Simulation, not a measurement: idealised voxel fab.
Title: Process Module voxel self aligned vias
The cross-section on display is named cut; it measures 190 nm wide, and its cells are 5 nm squares.
The cross-sections in this document take the form of a grid made of square cells. They are written out as bands, in order from top to bottom. Each band consists of one or more rows of cells. Top height, bottom height, nm. Materials left to right, width each, nm. Single material + "throughout" = fills band edge to edge. "air" = empty. We count height from 0. Below that, the starting wafer is all one material. The lowest band never ends at the bottom but goes on down; see "z 0 and below" for how that is written. A width given as "30->40" starts at the first number in the band's top row and ends at the second number in its bottom row, shifting by an equal amount at every step from row to row. It should be understood that the words "no change occurred", when stated for a given step, signify that the cross-section underwent no change in any of its cells during that step. The list in "Sealed void inventory" covers empty spaces of 8 cells or more that cannot reach the top through any open way, and it gives each as width x height at distance; the distance is from the left edge, and width, height and distance are in nm. On a step's line, text after the settings is the simulator commenting on that step. "overlay nm" denotes, for a step that has a mask, the displacement of the mask to the right of its planned place, with negative values corresponding to the left.

### Process steps (planned)
- 1: op RECEIVE | material Si
- 2: op CONFORMAL_DEP | material SiO2 | thk nm 15
- 3: op CONFORMAL_DEP | material SiCN | thk nm 5
- 4: op DIRECTIONAL_DEP | material SiO2 | thk nm 30
- 5: op DIRECTIONAL_DEP | material aC | thk nm 10
- 6: op PATTERN | tone open | mask id LINES | material resist | width nm 25 | pitch nm 75 | thk nm 30 | overlay nm 0
- 7: op DIRECTIONAL_ETCH | etch materials aC | depth nm 10
- 8: op STRIP | etch materials resist
- 9: op DIRECTIONAL_ETCH | etch materials SiO2 | depth nm 30
- 10: op STRIP | etch materials aC
- 11: op CONFORMAL_DEP | material TiN | thk nm 5
- 12: op FILL_DEP | material W | thk nm 10
- 13: op CMP | height nm 50
- 14: op SELECTIVE_ETCH | etch materials W Ru TiN | depth nm 5
- 15: op FILL_DEP | material SiN | thk nm 5
- 16: op CMP | height nm 50
- 17: op DIRECTIONAL_DEP | material SiO2 | thk nm 20
- 18: op MASKED_ETCH | tone open | mask id VIAS | width nm 45 | pitch nm 75 | etch materials SiO2 | depth nm 20 | overlay nm 0
- 19: op MASKED_ETCH | tone open | mask id VIAS | width nm 45 | pitch nm 75 | etch materials SiN | depth nm 5 | overlay nm 0
- 20: op CONFORMAL_DEP | material TiN | thk nm 5
- 21: op FILL_DEP | material W | thk nm 5
- 22: op CMP | height nm 70
- 23: op CONFORMAL_DEP | material SiCN | thk nm 5

### The following pertains to the first of two wafers, which was processed as planned

### Incoming wafer in cross-section (state: after step 1)
- z 0 and below = Si throughout
- Sealed void inventory: none

### After step 2: wafer cross-section
- z 15 to 0 = SiO2 throughout
- Below a height of 0, the structure has not been altered.

### After step 3: wafer cross-section
- z 20 to 15 = SiCN throughout
- Below a height of 15, the structure has not been altered.

### After step 4: wafer cross-section
- z 50 to 20 = SiO2 throughout
- Below a height of 20, the structure has not been altered.

### After step 5: wafer cross-section
- z 60 to 50 = aC throughout
- Below a height of 50, the structure has not been altered.

### After step 6: wafer cross-section
- z 90 to 60 = resist=45 / air=25 / resist=50 / air=25 / resist=45
- Below a height of 60, the structure has not been altered.

### After step 7: wafer cross-section
- z 80 to 60 = resist=45 / air=25 / resist=50 / air=25 / resist=45
- z 60 to 50 = aC=45 / air=25 / aC=50 / air=25 / aC=45
- Below a height of 50, the structure has not been altered.

### After step 8: wafer cross-section
- z 60 to 50 = aC=45 / air=25 / aC=50 / air=25 / aC=45
- Below a height of 50, the structure has not been altered.

### After step 9: wafer cross-section
- z 60 to 50 = aC=45 / air=25 / aC=50 / air=25 / aC=45
- z 50 to 20 = SiO2=45 / air=25 / SiO2=50 / air=25 / SiO2=45
- Below a height of 20, the structure has not been altered.

### After step 10: wafer cross-section
- z 50 to 20 = SiO2=45 / air=25 / SiO2=50 / air=25 / SiO2=45
- Below a height of 20, the structure has not been altered.

### After step 11: wafer cross-section
- z 55 to 50 = TiN=50 / air=15 / TiN=60 / air=15 / TiN=50
- z 50 to 25 = SiO2=45 / TiN=5 / air=15 / TiN=5 / SiO2=50 / TiN=5 / air=15 / TiN=5 / SiO2=45
- z 25 to 20 = SiO2=45 / TiN=25 / SiO2=50 / TiN=25 / SiO2=45
- Below a height of 20, the structure has not been altered.

### After step 12: wafer cross-section
- z 65 to 55 = W throughout
- z 55 to 50 = TiN=50 / W=15 / TiN=60 / W=15 / TiN=50
- z 50 to 25 = SiO2=45 / TiN=5 / W=15 / TiN=5 / SiO2=50 / TiN=5 / W=15 / TiN=5 / SiO2=45
- Below a height of 25, the structure has not been altered.

### After step 13: wafer cross-section
- z 50 to 25 = SiO2=45 / TiN=5 / W=15 / TiN=5 / SiO2=50 / TiN=5 / W=15 / TiN=5 / SiO2=45
- Below a height of 25, the structure has not been altered.

### After step 14: wafer cross-section
- z 50 to 45 = SiO2=45 / air=25 / SiO2=50 / air=25 / SiO2=45
- Below a height of 45, the structure has not been altered.

### After step 15: wafer cross-section
- z 55 to 50 = SiN throughout
- z 50 to 45 = SiO2=45 / SiN=25 / SiO2=50 / SiN=25 / SiO2=45
- Below a height of 45, the structure has not been altered.

### After step 16: wafer cross-section
- z 50 to 45 = SiO2=45 / SiN=25 / SiO2=50 / SiN=25 / SiO2=45
- Below a height of 45, the structure has not been altered.

### After step 17: wafer cross-section
- z 70 to 50 = SiO2 throughout
- Below a height of 50, the structure has not been altered.

### After step 18: wafer cross-section
- z 70 to 50 = SiO2=35 / air=45 / SiO2=30 / air=45 / SiO2=35
- Below a height of 50, the structure has not been altered.

### After step 19: wafer cross-section
- z 70 to 50 = SiO2=35 / air=45 / SiO2=30 / air=45 / SiO2=35
- z 50 to 45 = SiO2=45 / air=25 / SiO2=50 / air=25 / SiO2=45
- Below a height of 45, the structure has not been altered.

### After step 20: wafer cross-section
- z 75 to 70 = TiN=40 / air=35 / TiN=40 / air=35 / TiN=40
- z 70 to 55 = SiO2=35 / TiN=5 / air=35 / TiN=5 / SiO2=30 / TiN=5 / air=35 / TiN=5 / SiO2=35
- z 55 to 50 = SiO2=35 / TiN=15 / air=15 / TiN=15 / SiO2=30 / TiN=15 / air=15 / TiN=15 / SiO2=35
- z 50 to 45 = SiO2=45 / TiN=25 / SiO2=50 / TiN=25 / SiO2=45
- Below a height of 45, the structure has not been altered.

### After step 21: wafer cross-section
- z 80 to 75 = W throughout
- z 75 to 70 = TiN=40 / W=35 / TiN=40 / W=35 / TiN=40
- z 70 to 55 = SiO2=35 / TiN=5 / W=35 / TiN=5 / SiO2=30 / TiN=5 / W=35 / TiN=5 / SiO2=35
- z 55 to 50 = SiO2=35 / TiN=15 / W=15 / TiN=15 / SiO2=30 / TiN=15 / W=15 / TiN=15 / SiO2=35
- Below a height of 50, the structure has not been altered.

### After step 22: wafer cross-section
- z 70 to 55 = SiO2=35 / TiN=5 / W=35 / TiN=5 / SiO2=30 / TiN=5 / W=35 / TiN=5 / SiO2=35
- Below a height of 55, the structure has not been altered.

### After step 23: wafer cross-section
- z 75 to 70 = SiCN throughout
- Below a height of 70, the structure has not been altered.

### Companion wafer, the second of two: same beginning, same intended sequence, one mistake in carrying it out; through step 1 inclusive it tracks the first exactly

### Second wafer, section view, time point: scheduled end of step 2
- z 5 to 0 = SiCN throughout
- Below a height of 0, the structure has not been altered.

### Second wafer, section view, time point: scheduled end of step 3
- z 20 to 5 = SiO2 throughout
- Below a height of 5, the structure has not been altered.

### Second wafer, section view, time point: scheduled end of step 4
- z 50 to 5 = SiO2 throughout
- Below a height of 5, the structure has not been altered.

### Second wafer, section view, time point: scheduled end of step 5
- z 60 to 50 = aC throughout
- Below a height of 50, the structure has not been altered.

### Second wafer, section view, time point: scheduled end of step 6
- z 90 to 60 = resist=45 / air=25 / resist=50 / air=25 / resist=45
- Below a height of 60, the structure has not been altered.

### Second wafer, section view, time point: scheduled end of step 7
- z 80 to 60 = resist=45 / air=25 / resist=50 / air=25 / resist=45
- z 60 to 50 = aC=45 / air=25 / aC=50 / air=25 / aC=45
- Below a height of 50, the structure has not been altered.

### Second wafer, section view, time point: scheduled end of step 8
- z 60 to 50 = aC=45 / air=25 / aC=50 / air=25 / aC=45
- Below a height of 50, the structure has not been altered.

### Second wafer, section view, time point: scheduled end of step 9
- z 60 to 50 = aC=45 / air=25 / aC=50 / air=25 / aC=45
- z 50 to 20 = SiO2=45 / air=25 / SiO2=50 / air=25 / SiO2=45
- Below a height of 20, the structure has not been altered.

### Second wafer, section view, time point: scheduled end of step 10
- z 50 to 20 = SiO2=45 / air=25 / SiO2=50 / air=25 / SiO2=45
- Below a height of 20, the structure has not been altered.

### Second wafer, section view, time point: scheduled end of step 11
- z 55 to 50 = TiN=50 / air=15 / TiN=60 / air=15 / TiN=50
- z 50 to 25 = SiO2=45 / TiN=5 / air=15 / TiN=5 / SiO2=50 / TiN=5 / air=15 / TiN=5 / SiO2=45
- z 25 to 20 = SiO2=45 / TiN=25 / SiO2=50 / TiN=25 / SiO2=45
- Below a height of 20, the structure has not been altered.

### Second wafer, section view, time point: scheduled end of step 12
- z 65 to 55 = W throughout
- z 55 to 50 = TiN=50 / W=15 / TiN=60 / W=15 / TiN=50
- z 50 to 25 = SiO2=45 / TiN=5 / W=15 / TiN=5 / SiO2=50 / TiN=5 / W=15 / TiN=5 / SiO2=45
- Below a height of 25, the structure has not been altered.

### Second wafer, section view, time point: scheduled end of step 13
- z 50 to 25 = SiO2=45 / TiN=5 / W=15 / TiN=5 / SiO2=50 / TiN=5 / W=15 / TiN=5 / SiO2=45
- Below a height of 25, the structure has not been altered.

### Second wafer, section view, time point: scheduled end of step 14
- z 50 to 45 = SiO2=45 / air=25 / SiO2=50 / air=25 / SiO2=45
- Below a height of 45, the structure has not been altered.

### Second wafer, section view, time point: scheduled end of step 15
- z 55 to 50 = SiN throughout
- z 50 to 45 = SiO2=45 / SiN=25 / SiO2=50 / SiN=25 / SiO2=45
- Below a height of 45, the structure has not been altered.

### Second wafer, section view, time point: scheduled end of step 16
- z 50 to 45 = SiO2=45 / SiN=25 / SiO2=50 / SiN=25 / SiO2=45
- Below a height of 45, the structure has not been altered.

### Second wafer, section view, time point: scheduled end of step 17
- z 70 to 50 = SiO2 throughout
- Below a height of 50, the structure has not been altered.

### Second wafer, section view, time point: scheduled end of step 18
- z 70 to 50 = SiO2=35 / air=45 / SiO2=30 / air=45 / SiO2=35
- Below a height of 50, the structure has not been altered.

### Second wafer, section view, time point: scheduled end of step 19
- z 70 to 50 = SiO2=35 / air=45 / SiO2=30 / air=45 / SiO2=35
- z 50 to 45 = SiO2=45 / air=25 / SiO2=50 / air=25 / SiO2=45
- Below a height of 45, the structure has not been altered.

### Second wafer, section view, time point: scheduled end of step 20
- z 75 to 70 = TiN=40 / air=35 / TiN=40 / air=35 / TiN=40
- z 70 to 55 = SiO2=35 / TiN=5 / air=35 / TiN=5 / SiO2=30 / TiN=5 / air=35 / TiN=5 / SiO2=35
- z 55 to 50 = SiO2=35 / TiN=15 / air=15 / TiN=15 / SiO2=30 / TiN=15 / air=15 / TiN=15 / SiO2=35
- z 50 to 45 = SiO2=45 / TiN=25 / SiO2=50 / TiN=25 / SiO2=45
- Below a height of 45, the structure has not been altered.

### Second wafer, section view, time point: scheduled end of step 21
- z 80 to 75 = W throughout
- z 75 to 70 = TiN=40 / W=35 / TiN=40 / W=35 / TiN=40
- z 70 to 55 = SiO2=35 / TiN=5 / W=35 / TiN=5 / SiO2=30 / TiN=5 / W=35 / TiN=5 / SiO2=35
- z 55 to 50 = SiO2=35 / TiN=15 / W=15 / TiN=15 / SiO2=30 / TiN=15 / W=15 / TiN=15 / SiO2=35
- Below a height of 50, the structure has not been altered.

### Second wafer, section view, time point: scheduled end of step 22
- z 70 to 55 = SiO2=35 / TiN=5 / W=35 / TiN=5 / SiO2=30 / TiN=5 / W=35 / TiN=5 / SiO2=35
- Below a height of 55, the structure has not been altered.

### Second wafer, section view, time point: scheduled end of step 23
- z 75 to 70 = SiCN throughout
- Below a height of 70, the structure has not been altered.
Misprocessing identified: contrary to the plan, steps 2 and 3 were processed in exchanged order
By the end, you'd get the same cell count for each material on either wafer, but the second wafer puts them somewhere else.
